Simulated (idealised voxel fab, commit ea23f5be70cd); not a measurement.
process module | voxel gate over fins
cross-section cut | 285 nm wide | cells 5 nm
A cross-section is a grid of square cells, given in bands from the top down. A band is one or more rows of cells.
Each band's line starts with the height of the band's top and of its bottom, in nm. Then come its materials from left to right, each with its width in nm. One material with "throughout" fills the band from edge to edge. "air" is empty space.
Height 0 is the level under which the wafer as received is all one material. The lowest band goes on downwards, as in "0 down".
A width such as "30 to 40" changes by the same amount from each row of cells to the next, from the band's top row to its bottom row.
"no change" after a step means that no cell of the cross-section changed.
closed voids: empty space of 8 cells or more with no open way to the top, each as width x height at its distance from the left edge, in nm
after a step's settings: what the simulator itself notes on the step
overlay nm, on a step with a mask: how far to the right of its planned place the mask lay; to the left if negative
plan
1 op RECEIVE | material Si
2 op CONFORMAL_DEP | material SiN | thk nm 10
3 op MASKED_ETCH | tone cover | mask id FINS | width nm 15 | pitch nm 60 | etch materials SiN | depth nm 10 | overlay nm 0
4 op MASKED_ETCH | tone cover | mask id FINS | width nm 15 | pitch nm 60 | etch materials Si | depth nm 35 | overlay nm 0
5 op OXIDIZE | depth nm 5
6 op FILL_DEP | material SiO2 | thk nm 10
7 op CMP | height nm 10
8 op PATTERN | tone open | mask id RAIL | material resist | width nm 15 | thk nm 20 | overlay nm 0
9 op DIRECTIONAL_ETCH | etch materials SiO2 | depth nm 40
10 op STRIP | etch materials resist
11 op CONFORMAL_DEP | material TiN | thk nm 5
12 op FILL_DEP | material W | thk nm 10
13 op CMP | height nm 10
14 op SELECTIVE_ETCH | etch materials W Ru TiN | depth nm 35
15 op FILL_DEP | material SiO2 | thk nm 5
16 op CMP | height nm 10
17 op SELECTIVE_ETCH | etch materials SiO2 | depth nm 25
18 op STRIP | etch materials SiN
19 op CONFORMAL_DEP | material HfO2 | thk nm 5
20 op CONFORMAL_DEP | material TiN | thk nm 5
21 op CONFORMAL_DEP | material TiAl | thk nm 5
22 op CONFORMAL_DEP | material TiN | thk nm 5
23 op FILL_DEP | material W | thk nm 10
24 op CMP | height nm 25
25 op CONFORMAL_DEP | material SiCN | thk nm 10
as received, after step 1
  0 down: Si throughout
  closed voids: none
first wafer at the end, as planned
  35 to 25: SiCN throughout
  25 to 20: W throughout
  20 to 15: W 90 | TiN 45 | W 15 | TiN 45 | W 90
  15 to 10: W 90 | TiN 5 | TiAl 35 | TiN 5 | W 15 | TiN 5 | TiAl 35 | TiN 5 | W 90
  10 to 5: W 90 | TiN 5 | TiAl 5 | TiN 25 | TiAl 5 | TiN 5 | W 15 | TiN 5 | TiAl 5 | TiN 25 | TiAl 5 | TiN 5 | W 90
  5 to 0: TiN 95 | TiAl 5 | TiN 5 | HfO2 15 | TiN 5 | TiAl 5 | TiN 25 | TiAl 5 | TiN 5 | HfO2 15 | TiN 5 | TiAl 5 | TiN 95
  0 to -5: TiAl 100 | TiN 5 | HfO2 5 | Si 5 | HfO2 5 | TiN 5 | TiAl 35 | TiN 5 | HfO2 5 | Si 5 | HfO2 5 | TiN 5 | TiAl 100
  -5 to -10: TiN 105 | HfO2 5 | Si 5 | HfO2 5 | TiN 45 | HfO2 5 | Si 5 | HfO2 5 | TiN 105
  -10 to -15: HfO2 110 | Si 5 | HfO2 55 | Si 5 | HfO2 110
  -15 to -25: SiO2 110 | Si 5 | SiO2 55 | Si 5 | SiO2 110
  -25 to -30: SiO2 110 | Si 5 | SiO2 20 | TiN 15 | SiO2 20 | Si 5 | SiO2 110
  -30 to -40: SiO2 110 | Si 5 | SiO2 55 | Si 5 | SiO2 110
  -40 down: Si throughout
  closed voids: none
second wafer at the end: like start, like plan, one mistake
  35 to 25: SiCN throughout
  25 to 15: W throughout
  15 to 10: W 95 | TiN 35 | W 25 | TiN 35 | W 95
  10 to 5: W 95 | TiN 5 | TiAl 25 | TiN 5 | W 25 | TiN 5 | TiAl 25 | TiN 5 | W 95
  5 to 0: W 95 | TiN 5 | TiAl 5 | TiN 15 | TiAl 5 | TiN 5 | W 25 | TiN 5 | TiAl 5 | TiN 15 | TiAl 5 | TiN 5 | W 95
  0 to -5: TiN 100 | TiAl 5 | TiN 5 | Si 5 | TiN 5 | TiAl 5 | TiN 35 | TiAl 5 | TiN 5 | Si 5 | TiN 5 | TiAl 5 | TiN 100
  -5 to -10: TiAl 105 | TiN 5 | Si 5 | TiN 5 | TiAl 45 | TiN 5 | Si 5 | TiN 5 | TiAl 105
  -10 to -15: TiN 110 | Si 5 | TiN 55 | Si 5 | TiN 110
  -15 to -25: SiO2 110 | Si 5 | SiO2 55 | Si 5 | SiO2 110
  -25 to -30: SiO2 110 | Si 5 | SiO2 20 | TiN 15 | SiO2 20 | Si 5 | SiO2 110
  -30 to -40: SiO2 110 | Si 5 | SiO2 55 | Si 5 | SiO2 110
  -40 down: Si throughout
  closed voids: none
what went wrong: step 19 was left out
at the end the second wafer has, in cells: 69 fewer of HfO2 | 69 more of W
